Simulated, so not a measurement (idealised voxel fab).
Herein follows the process module entitled voxel fin reveal.
Section shown: cut. Width: 255 nm. Cell size: 5 nm, square.
Cross-section = grid of square cells, listed top down in bands; band = one or more rows. For a band, the entry starts with two heights in nm, that of the top and then that of the bottom, and carries on with the band's materials in order from left to right, each alongside its width in nm; the word "throughout" beside a single material means it fills the band edge to edge, and "empty" means empty space. Height reference: 0 = level under which incoming wafer is all one material. Lowest band: no bottom, runs on downward, e.g. "z 0 and below". Quick explanation for "30->40": the width changes in equal steps down the rows of cells, from the first number in the band's top row to the second number in its bottom row. Basically "nothing changed" means that step didn't change any cell in the cross-section. Sealed void inventory: empty space of 8 cells or more with no open way to the top, each as width x height at its distance from the left edge, in nm. Heads up: the bit after the settings on a step's line is the simulator's remark on that step. What "overlay nm" on a step's line means: if the step has a mask, that mask lay this far to the right of its planned place, or, when the value is negative, to the left.
Below is the list of planned process steps
1: RECEIVE: material Si
2: CONFORMAL_DEP: material SiN, thk nm 10
3: DIRECTIONAL_DEP: material aC, thk nm 15
4: PATTERN: tone cover, mask id FINS, material resist, width nm 15, pitch nm 35, thk nm 30, overlay nm 0
5: DIRECTIONAL_ETCH: etch materials aC, depth nm 15
6: STRIP: etch materials resist
7: DIRECTIONAL_ETCH: etch materials SiN, depth nm 10
8: DIRECTIONAL_ETCH: etch materials Si, depth nm 30
9: STRIP: etch materials aC
10: OXIDIZE: depth nm 5
11: FILL_DEP: material SiO2, thk nm 5
12: CMP: height nm 10
13: SELECTIVE_ETCH: etch materials SiO2, depth nm 30
14: STRIP: etch materials SiN
So this is the incoming wafer in cross-section - it's already been through step 1
* z 0 and below | Si throughout
* Sealed void inventory: none
First of two wafers at the end of the module, shown in cross-section; run carried out as planned
* z 0 to -20 | empty 105, then Si 5, then empty 30, then Si 5, then empty 110
* z -20 to -35 | SiO2 105, then Si 5, then SiO2 30, then Si 5, then SiO2 110
* z -35 and below | Si throughout
* Sealed void inventory: none
So this is wafer number two of the two, cut at the end of the module - it started where the first did and had the same plan, we just got one thing wrong running it
* z 10 to 0 | aC 100, then empty 15, then aC 20, then empty 15, then aC 105
* z 0 to -30 | aC 100, then SiO2 5, then Si 5, then SiO2 5, then aC 20, then SiO2 5, then Si 5, then SiO2 5, then aC 105
* z -30 to -35 | SiO2 105, then Si 5, then SiO2 30, then Si 5, then SiO2 110
* z -35 and below | Si throughout
* Sealed void inventory: none
Want to know what went wrong? not per plan at step 11, really ran FILL_DEP: material aC, thk nm 5
Once processing is complete, comparing cell counts shows that the second wafer has more or fewer of certain materials than the first: 74 fewer of SiO2; 360 more of aC
